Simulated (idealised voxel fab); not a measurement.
Process module in this document: voxel wiring stack
Cross-sectional view cut (width: 295 nm; square cell size: 5 nm).
For the purposes of this document, a cross-section shall be understood as a grid of square cells, specified as bands listed in top-to-bottom order, each band consisting of one or more rows of cells.
Band entry format. Leading values: height of top, height of bottom, nm. Remainder: materials in left-to-right order, each with its width in nm. Special words: "full width" on a single material, which then fills the band edge to edge; "air", empty space.
Heights from 0 (as-received wafer is one material below). Bottom band endless downward, as "0 and below".
A width given as "30..40" starts at the first number in the band's top row and ends at the second number in its bottom row, shifting by an equal amount at every step from row to row.
Step marked "remained the same"? Then no cell in the cross-section changed in it.
Any empty space of 8 cells or more lacking an open way to the top shows up in "Unvented internal voids" as width x height at distance, distance from the left edge, in nm.
Formally, on a step line, whatever follows the settings is a remark that the simulator itself makes on the step.
A step's line can hold "overlay nm"; with a mask on that step, the setting says how far right of the planned place the mask lay, while a negative setting says it lay to the left.
### Planned process steps
step 1: RECEIVE with material Si
step 2: CONFORMAL_DEP with material SiO2, thk nm 15
step 3: CONFORMAL_DEP with material SiN, thk nm 5
step 4: DIRECTIONAL_DEP with material lowk, thk nm 15
step 5: PATTERN with tone open, mask id METAL_1, material resist, width nm 25, pitch nm 55, thk nm 15, overlay nm -15
step 6: DIRECTIONAL_ETCH with etch materials lowk, depth nm 15
step 7: DIRECTIONAL_ETCH with etch materials SiN, depth nm 5
step 8: STRIP with etch materials resist
step 9: CONFORMAL_DEP with material TiN, thk nm 5
step 10: FILL_DEP with material Cu, thk nm 10
step 11: CMP with height nm 35
step 12: CONFORMAL_DEP with material SiCN, thk nm 5
step 13: DIRECTIONAL_DEP with material lowk, thk nm 10
step 14: PATTERN with tone open, mask id PLUG_1, material resist, width nm 15, pitch nm 55, thk nm 20, overlay nm 0
step 15: DIRECTIONAL_ETCH with etch materials lowk, depth nm 10
step 16: DIRECTIONAL_ETCH with etch materials SiCN, depth nm 5
step 17: STRIP with etch materials resist
step 18: EPI with material Ru, thk nm 10
step 19: EPI with material Ru, thk nm 5
step 20: CONFORMAL_DEP with material SiCN, thk nm 5
step 21: DIRECTIONAL_DEP with material SiO2, thk nm 25
step 22: PATTERN with tone open, mask id METAL_2, material resist, width nm 25, pitch nm 55, thk nm 15, overlay nm 0
step 23: DIRECTIONAL_ETCH with etch materials SiO2, depth nm 25
step 24: DIRECTIONAL_ETCH with etch materials SiCN, depth nm 5
step 25: STRIP with etch materials resist
step 26: CONFORMAL_DEP with material TiN, thk nm 5
step 27: FILL_DEP with material Ru, thk nm 5
step 28: CMP with height nm 80
step 29: CONFORMAL_DEP with material SiCN, thk nm 5
step 30: DIRECTIONAL_DEP with material SiO2, thk nm 20
step 31: MASKED_ETCH with tone open, mask id PLUG_2, width nm 15, pitch nm 110, etch materials SiO2, depth nm 20, overlay nm 0
step 32: MASKED_ETCH with tone open, mask id PLUG_2, width nm 15, pitch nm 110, etch materials SiCN, depth nm 5, overlay nm 0
step 33: EPI with material Ru, thk nm 10
step 34: EPI with material Ru, thk nm 10
step 35: EPI with material Ru, thk nm 5
step 36: CONFORMAL_DEP with material SiCN, thk nm 5
step 37: DIRECTIONAL_DEP with material lowk, thk nm 20
step 38: MASKED_ETCH with tone open, mask id METAL_3, width nm 25, pitch nm 55, etch materials lowk, depth nm 20, overlay nm 0
step 39: MASKED_ETCH with tone open, mask id METAL_3, width nm 25, pitch nm 55, etch materials SiCN, depth nm 5, overlay nm 0
step 40: CONFORMAL_DEP with material TiN, thk nm 5
step 41: FILL_DEP with material W, thk nm 10
step 42: CMP with height nm 130
step 43: CONFORMAL_DEP with material SiCN, thk nm 5
step 44: DIRECTIONAL_DEP with material SiO2, thk nm 35
step 45: MASKED_ETCH with tone open, mask id METAL_4_HOLES, width nm 15, pitch nm 55, etch materials SiO2, depth nm 35, overlay nm 0
step 46: PATTERN with tone open, mask id METAL_4, material resist, width nm 25, pitch nm 55, thk nm 20, overlay nm 0
step 47: DIRECTIONAL_ETCH with etch materials SiO2, depth nm 20
step 48: DIRECTIONAL_ETCH with etch materials SiCN, depth nm 5
step 49: STRIP with etch materials resist
step 50: CONFORMAL_DEP with material TiN, thk nm 5
step 51: FILL_DEP with material Ru, thk nm 10
step 52: CMP with height nm 170
step 53: CONFORMAL_DEP with material SiCN, thk nm 5
For this document, wafers share an identical start and vary in the step 5 overlay nm; the plan quotes the first wafer's value.
### This is how the first of several wafers looked in cross-section when it arrived, which is after step 1
  0 and below = Si full width
  Unvented internal voids: none
### First of several wafers in cross-section at module end, following the final step, step 53
  175 down to 170 = SiCN full width
  170 down to 155 = SiO2 80; TiN 5; Ru 15; TiN 5; SiO2 30; TiN 5; Ru 15; TiN 5; SiO2 30; TiN 5; Ru 15; TiN 5; SiO2 80
  155 down to 150 = SiO2 80; TiN 5; Ru 5; TiN 15; SiO2 30; TiN 5; Ru 5; TiN 15; SiO2 30; TiN 5; Ru 5; TiN 15; SiO2 80
  150 down to 135 = SiO2 80; TiN 5; Ru 5; TiN 5; SiO2 40; TiN 5; Ru 5; TiN 5; SiO2 40; TiN 5; Ru 5; TiN 5; SiO2 90
  135 down to 130 = SiCN 80; TiN 15; SiCN 40; TiN 15; SiCN 40; TiN 15; SiCN 90
  130 down to 110 = lowk 80; TiN 5; W 15; TiN 5; lowk 30; TiN 5; W 15; TiN 5; lowk 30; TiN 5; W 15; TiN 5; lowk 80
  110 down to 105 = SiCN 80; TiN 25; SiCN 30; TiN 25; SiCN 30; TiN 25; SiCN 80
  105 down to 85 = SiO2 80; Ru 15; SiO2 95; Ru 15; SiO2 90
  85 down to 80 = SiCN 80; Ru 15; SiCN 95; Ru 15; SiCN 90
  80 down to 55 = SiO2 80; TiN 5; Ru 15; TiN 5; SiO2 30; TiN 5; Ru 15; TiN 5; SiO2 30; TiN 5; Ru 15; TiN 5; SiO2 80
  55 down to 50 = SiCN 80; TiN 25; SiCN 30; TiN 25; SiCN 30; TiN 25; SiCN 80
  50 down to 40 = lowk 80; Ru 15; lowk 40; Ru 15; lowk 40; Ru 15; lowk 90
  40 down to 35 = SiCN 80; Ru 15; SiCN 40; Ru 15; SiCN 40; Ru 15; SiCN 90
  35 down to 20 = lowk 65; TiN 5; Cu 15; TiN 5; lowk 30; TiN 5; Cu 15; TiN 5; lowk 30; TiN 5; Cu 15; TiN 5; lowk 95
  20 down to 15 = SiN 65; TiN 25; SiN 30; TiN 25; SiN 30; TiN 25; SiN 95
  15 down to 0 = SiO2 full width
  0 and below = Si full width
  Unvented internal voids: none
### Wafer cross-section (last wafer, module end)
  175 down to 170 = SiCN full width
  170 down to 155 = SiO2 80; TiN 5; Ru 15; TiN 5; SiO2 30; TiN 5; Ru 15; TiN 5; SiO2 30; TiN 5; Ru 15; TiN 5; SiO2 80
  155 down to 150 = SiO2 80; TiN 5; Ru 5; TiN 15; SiO2 30; TiN 5; Ru 5; TiN 15; SiO2 30; TiN 5; Ru 5; TiN 15; SiO2 80
  150 down to 135 = SiO2 80; TiN 5; Ru 5; TiN 5; SiO2 40; TiN 5; Ru 5; TiN 5; SiO2 40; TiN 5; Ru 5; TiN 5; SiO2 90
  135 down to 130 = SiCN 80; TiN 15; SiCN 40; TiN 15; SiCN 40; TiN 15; SiCN 90
  130 down to 110 = lowk 80; TiN 5; W 15; TiN 5; lowk 30; TiN 5; W 15; TiN 5; lowk 30; TiN 5; W 15; TiN 5; lowk 80
  110 down to 105 = SiCN 80; TiN 25; SiCN 30; TiN 25; SiCN 30; TiN 25; SiCN 80
  105 down to 85 = SiO2 80; Ru 15; SiO2 95; Ru 15; SiO2 90
  85 down to 80 = SiCN 80; Ru 15; SiCN 95; Ru 15; SiCN 90
  80 down to 55 = SiO2 80; TiN 5; Ru 15; TiN 5; SiO2 30; TiN 5; Ru 15; TiN 5; SiO2 30; TiN 5; Ru 15; TiN 5; SiO2 80
  55 down to 50 = SiCN 80; TiN 25; SiCN 30; TiN 25; SiCN 30; TiN 25; SiCN 80
  50 down to 40 = lowk 80; SiCN 5; TiN 5; SiCN 5; lowk 40; SiCN 5; TiN 5; SiCN 5; lowk 40; SiCN 5; TiN 5; SiCN 5; lowk 90
  40 down to 35 = SiCN 85; TiN 5; SiCN 50; TiN 5; SiCN 50; TiN 5; SiCN 95
  35 down to 20 = lowk 95; TiN 5; Cu 15; TiN 5; lowk 30; TiN 5; Cu 15; TiN 5; lowk 30; TiN 5; Cu 15; TiN 5; lowk 65
  20 down to 15 = SiN 95; TiN 25; SiN 30; TiN 25; SiN 30; TiN 25; SiN 65
  15 down to 0 = SiO2 full width
  0 and below = Si full width
  Unvented internal voids: none
### What follows is a table in which each wafer occupies a row; for the wafer as it stands at the close of the module, the row states, material by material, how many cells have been gained (+) or lost (-) since receipt, and then gives its closed voids
overlay nm -15 | +27 Cu | +141 Ru | +300 SiCN | +44 SiN | +935 SiO2 | +174 TiN | +36 W | +408 lowk | Unvented internal voids: none
overlay nm -10 | +27 Cu | +141 Ru | +300 SiCN | +44 SiN | +935 SiO2 | +174 TiN | +36 W | +408 lowk | Unvented internal voids: none
overlay nm -5 | +27 Cu | +141 Ru | +300 SiCN | +44 SiN | +935 SiO2 | +174 TiN | +36 W | +408 lowk | Unvented internal voids: none
overlay nm 0 | +27 Cu | +141 Ru | +300 SiCN | +44 SiN | +935 SiO2 | +174 TiN | +36 W | +408 lowk | Unvented internal voids: none
overlay nm 5 | +27 Cu | +141 Ru | +300 SiCN | +44 SiN | +935 SiO2 | +174 TiN | +36 W | +408 lowk | Unvented internal voids: none
overlay nm 10 | +27 Cu | +141 Ru | +300 SiCN | +44 SiN | +935 SiO2 | +174 TiN | +36 W | +408 lowk | Unvented internal voids: none
overlay nm 15 | +27 Cu | +114 Ru | +318 SiCN | +44 SiN | +935 SiO2 | +183 TiN | +36 W | +408 lowk | Unvented internal voids: none
